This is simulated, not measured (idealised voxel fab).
Module name: voxel trench capacitor (process module)
Section cut is 160 nm wide and gridded with 5 nm square cells.
For the purposes of this document, a cross-section shall be understood as a grid of square cells, specified as bands listed in top-to-bottom order, each band consisting of one or more rows of cells. Each band's line starts with the height of the band's top and of its bottom, in nm. Then come its materials from left to right, each with its width in nm. One material with "edge to edge" fills the band from edge to edge. "blank" is empty space. The level at which height equals 0 is the one under which the wafer, as it arrives, is entirely one material. No lower edge exists for the bottom band, which continues downward and is notated as in "0 down". You'd read "30..40" like this: the band's top row of cells is as wide as the first number, its bottom row is as wide as the second, and going down, every row changes width by the same amount as the row before did. Basically "no modifications" means that step didn't change any cell in the cross-section. Under "Voids, sealed" you'll find the enclosed gaps, the ones with no way out to the top, that are 8 cells or bigger; each reads width x height at distance, with distance counted from the left edge, everything in nm. Heads up: the bit after the settings on a step's line is the simulator's remark on that step. overlay nm: on a step with a mask, how far right of its planned place the mask lay; negative means left.
SO HERE'S THE LINEUP OF PROCESS STEPS WE PLANNED
1,RECEIVE | material Si
2,CONFORMAL_DEP | material SiN | thk nm 5
3,DIRECTIONAL_DEP | material aC | thk nm 15
4,PATTERN | tone open | mask id TRENCH | material resist | width nm 25 | pitch nm 45 | thk nm 35 | overlay nm 0
5,DIRECTIONAL_ETCH | etch materials aC | depth nm 15
6,STRIP | etch materials resist
7,DIRECTIONAL_ETCH | etch materials SiN | depth nm 5
8,DIRECTIONAL_ETCH | etch materials Si | depth nm 30
9,STRIP | etch materials aC
10,CONFORMAL_DEP | material Al2O3 | thk nm 5
11,CONFORMAL_DEP | material TiN | thk nm 5
12,FILL_DEP | material W | thk nm 10
13,CMP | height nm 5
SO, THE FIRST OF OUR TWO WAFERS, RUN JUST AS WE PLANNED IT
CROSS-SECTION OF THE INCOMING WAFER, STATE AFTER STEP 1
* 0 down = Si edge to edge
* Voids, sealed: none
SO THIS IS THE WAFER CROSS-SECTION RIGHT AFTER STEP 2
* 5 to 0 = SiN edge to edge
* At heights below 0, the structure remains unaltered.
SO THIS IS THE WAFER CROSS-SECTION RIGHT AFTER STEP 3
* 20 to 5 = aC edge to edge
* At heights below 5, the structure remains unaltered.
SO THIS IS THE WAFER CROSS-SECTION RIGHT AFTER STEP 4
* 55 to 20 = 45 of resist / 25 of blank / 20 of resist / 25 of blank / 45 of resist
* At heights below 20, the structure remains unaltered.
SO THIS IS THE WAFER CROSS-SECTION RIGHT AFTER STEP 5
* 40 to 20 = 45 of resist / 25 of blank / 20 of resist / 25 of blank / 45 of resist
* 20 to 5 = 45 of aC / 25 of blank / 20 of aC / 25 of blank / 45 of aC
* At heights below 5, the structure remains unaltered.
SO THIS IS THE WAFER CROSS-SECTION RIGHT AFTER STEP 6
* 20 to 5 = 45 of aC / 25 of blank / 20 of aC / 25 of blank / 45 of aC
* At heights below 5, the structure remains unaltered.
SO THIS IS THE WAFER CROSS-SECTION RIGHT AFTER STEP 7
* 20 to 5 = 45 of aC / 25 of blank / 20 of aC / 25 of blank / 45 of aC
* 5 to 0 = 45 of SiN / 25 of blank / 20 of SiN / 25 of blank / 45 of SiN
* At heights below 0, the structure remains unaltered.
SO THIS IS THE WAFER CROSS-SECTION RIGHT AFTER STEP 8
* 20 to 5 = 45 of aC / 25 of blank / 20 of aC / 25 of blank / 45 of aC
* 5 to 0 = 45 of SiN / 25 of blank / 20 of SiN / 25 of blank / 45 of SiN
* 0 to -30 = 45 of Si / 25 of blank / 20 of Si / 25 of blank / 45 of Si
* At heights below -30, the structure remains unaltered.
SO THIS IS THE WAFER CROSS-SECTION RIGHT AFTER STEP 9
* 5 to 0 = 45 of SiN / 25 of blank / 20 of SiN / 25 of blank / 45 of SiN
* At heights below 0, the structure remains unaltered.
SO THIS IS THE WAFER CROSS-SECTION RIGHT AFTER STEP 10
* 10 to 5 = 50 of Al2O3 / 15 of blank / 30 of Al2O3 / 15 of blank / 50 of Al2O3
* 5 to 0 = 45 of SiN / 5 of Al2O3 / 15 of blank / 5 of Al2O3 / 20 of SiN / 5 of Al2O3 / 15 of blank / 5 of Al2O3 / 45 of SiN
* 0 to -25 = 45 of Si / 5 of Al2O3 / 15 of blank / 5 of Al2O3 / 20 of Si / 5 of Al2O3 / 15 of blank / 5 of Al2O3 / 45 of Si
* -25 to -30 = 45 of Si / 25 of Al2O3 / 20 of Si / 25 of Al2O3 / 45 of Si
* At heights below -30, the structure remains unaltered.
SO THIS IS THE WAFER CROSS-SECTION RIGHT AFTER STEP 11
* 15 to 10 = 55 of TiN / 5 of blank / 40 of TiN / 5 of blank / 55 of TiN
* 10 to 5 = 50 of Al2O3 / 5 of TiN / 5 of blank / 5 of TiN / 30 of Al2O3 / 5 of TiN / 5 of blank / 5 of TiN / 50 of Al2O3
* 5 to 0 = 45 of SiN / 5 of Al2O3 / 5 of TiN / 5 of blank / 5 of TiN / 5 of Al2O3 / 20 of SiN / 5 of Al2O3 / 5 of TiN / 5 of blank / 5 of TiN / 5 of Al2O3 / 45 of SiN
* 0 to -20 = 45 of Si / 5 of Al2O3 / 5 of TiN / 5 of blank / 5 of TiN / 5 of Al2O3 / 20 of Si / 5 of Al2O3 / 5 of TiN / 5 of blank / 5 of TiN / 5 of Al2O3 / 45 of Si
* -20 to -25 = 45 of Si / 5 of Al2O3 / 15 of TiN / 5 of Al2O3 / 20 of Si / 5 of Al2O3 / 15 of TiN / 5 of Al2O3 / 45 of Si
* At heights below -25, the structure remains unaltered.
SO THIS IS THE WAFER CROSS-SECTION RIGHT AFTER STEP 12
* 25 to 15 = W edge to edge
* 15 to 10 = 55 of TiN / 5 of W / 40 of TiN / 5 of W / 55 of TiN
* 10 to 5 = 50 of Al2O3 / 5 of TiN / 5 of W / 5 of TiN / 30 of Al2O3 / 5 of TiN / 5 of W / 5 of TiN / 50 of Al2O3
* 5 to 0 = 45 of SiN / 5 of Al2O3 / 5 of TiN / 5 of W / 5 of TiN / 5 of Al2O3 / 20 of SiN / 5 of Al2O3 / 5 of TiN / 5 of W / 5 of TiN / 5 of Al2O3 / 45 of SiN
* 0 to -20 = 45 of Si / 5 of Al2O3 / 5 of TiN / 5 of W / 5 of TiN / 5 of Al2O3 / 20 of Si / 5 of Al2O3 / 5 of TiN / 5 of W / 5 of TiN / 5 of Al2O3 / 45 of Si
* At heights below -20, the structure remains unaltered.
SO THIS IS THE WAFER CROSS-SECTION RIGHT AFTER STEP 13
* 5 to 0 = 45 of SiN / 5 of Al2O3 / 5 of TiN / 5 of W / 5 of TiN / 5 of Al2O3 / 20 of SiN / 5 of Al2O3 / 5 of TiN / 5 of W / 5 of TiN / 5 of Al2O3 / 45 of SiN
* At heights below 0, the structure remains unaltered.
SECOND WAFER: LIKE START, LIKE PLAN, ONE MISTAKE. THROUGH STEP 7 IT MATCHES THE FIRST WAFER
THE SECOND WAFER IN CROSS-SECTION, AT THE PLANNED CLOSE OF STEP 8
* 20 to 5 = 45 of aC / 25 of blank / 20 of aC / 25 of blank / 45 of aC
* 5 to 0 = 45 of SiN / 25 of blank / 20 of SiN / 25 of blank / 45 of SiN
* 0 to -60 = 45 of Si / 25 of blank / 20 of Si / 25 of blank / 45 of Si
* At heights below -60, the structure remains unaltered.
THE SECOND WAFER IN CROSS-SECTION, AT THE PLANNED CLOSE OF STEP 9
* 5 to 0 = 45 of SiN / 25 of blank / 20 of SiN / 25 of blank / 45 of SiN
* At heights below 0, the structure remains unaltered.
THE SECOND WAFER IN CROSS-SECTION, AT THE PLANNED CLOSE OF STEP 10
* 10 to 5 = 50 of Al2O3 / 15 of blank / 30 of Al2O3 / 15 of blank / 50 of Al2O3
* 5 to 0 = 45 of SiN / 5 of Al2O3 / 15 of blank / 5 of Al2O3 / 20 of SiN / 5 of Al2O3 / 15 of blank / 5 of Al2O3 / 45 of SiN
* 0 to -55 = 45 of Si / 5 of Al2O3 / 15 of blank / 5 of Al2O3 / 20 of Si / 5 of Al2O3 / 15 of blank / 5 of Al2O3 / 45 of Si
* -55 to -60 = 45 of Si / 25 of Al2O3 / 20 of Si / 25 of Al2O3 / 45 of Si
* At heights below -60, the structure remains unaltered.
THE SECOND WAFER IN CROSS-SECTION, AT THE PLANNED CLOSE OF STEP 11
* 15 to 10 = 55 of TiN / 5 of blank / 40 of TiN / 5 of blank / 55 of TiN
* 10 to 5 = 50 of Al2O3 / 5 of TiN / 5 of blank / 5 of TiN / 30 of Al2O3 / 5 of TiN / 5 of blank / 5 of TiN / 50 of Al2O3
* 5 to 0 = 45 of SiN / 5 of Al2O3 / 5 of TiN / 5 of blank / 5 of TiN / 5 of Al2O3 / 20 of SiN / 5 of Al2O3 / 5 of TiN / 5 of blank / 5 of TiN / 5 of Al2O3 / 45 of SiN
* 0 to -50 = 45 of Si / 5 of Al2O3 / 5 of TiN / 5 of blank / 5 of TiN / 5 of Al2O3 / 20 of Si / 5 of Al2O3 / 5 of TiN / 5 of blank / 5 of TiN / 5 of Al2O3 / 45 of Si
* -50 to -55 = 45 of Si / 5 of Al2O3 / 15 of TiN / 5 of Al2O3 / 20 of Si / 5 of Al2O3 / 15 of TiN / 5 of Al2O3 / 45 of Si
* At heights below -55, the structure remains unaltered.
THE SECOND WAFER IN CROSS-SECTION, AT THE PLANNED CLOSE OF STEP 12
* 25 to 15 = W edge to edge
* 15 to 10 = 55 of TiN / 5 of W / 40 of TiN / 5 of W / 55 of TiN
* 10 to 5 = 50 of Al2O3 / 5 of TiN / 5 of W / 5 of TiN / 30 of Al2O3 / 5 of TiN / 5 of W / 5 of TiN / 50 of Al2O3
* 5 to 0 = 45 of SiN / 5 of Al2O3 / 5 of TiN / 5 of W / 5 of TiN / 5 of Al2O3 / 20 of SiN / 5 of Al2O3 / 5 of TiN / 5 of W / 5 of TiN / 5 of Al2O3 / 45 of SiN
* 0 to -50 = 45 of Si / 5 of Al2O3 / 5 of TiN / 5 of W / 5 of TiN / 5 of Al2O3 / 20 of Si / 5 of Al2O3 / 5 of TiN / 5 of W / 5 of TiN / 5 of Al2O3 / 45 of Si
* At heights below -50, the structure remains unaltered.
THE SECOND WAFER IN CROSS-SECTION, AT THE PLANNED CLOSE OF STEP 13
* 5 to 0 = 45 of SiN / 5 of Al2O3 / 5 of TiN / 5 of W / 5 of TiN / 5 of Al2O3 / 20 of SiN / 5 of Al2O3 / 5 of TiN / 5 of W / 5 of TiN / 5 of Al2O3 / 45 of SiN
* At heights below 0, the structure remains unaltered.
Which mistake was made when the wafer was run? the plan's step 8 ran twice
FYI, end of process, the second wafer has more or fewer cells of some materials than the first: Al2O3: 24 more; Si: 60 fewer; TiN: 24 more; W: 12 more
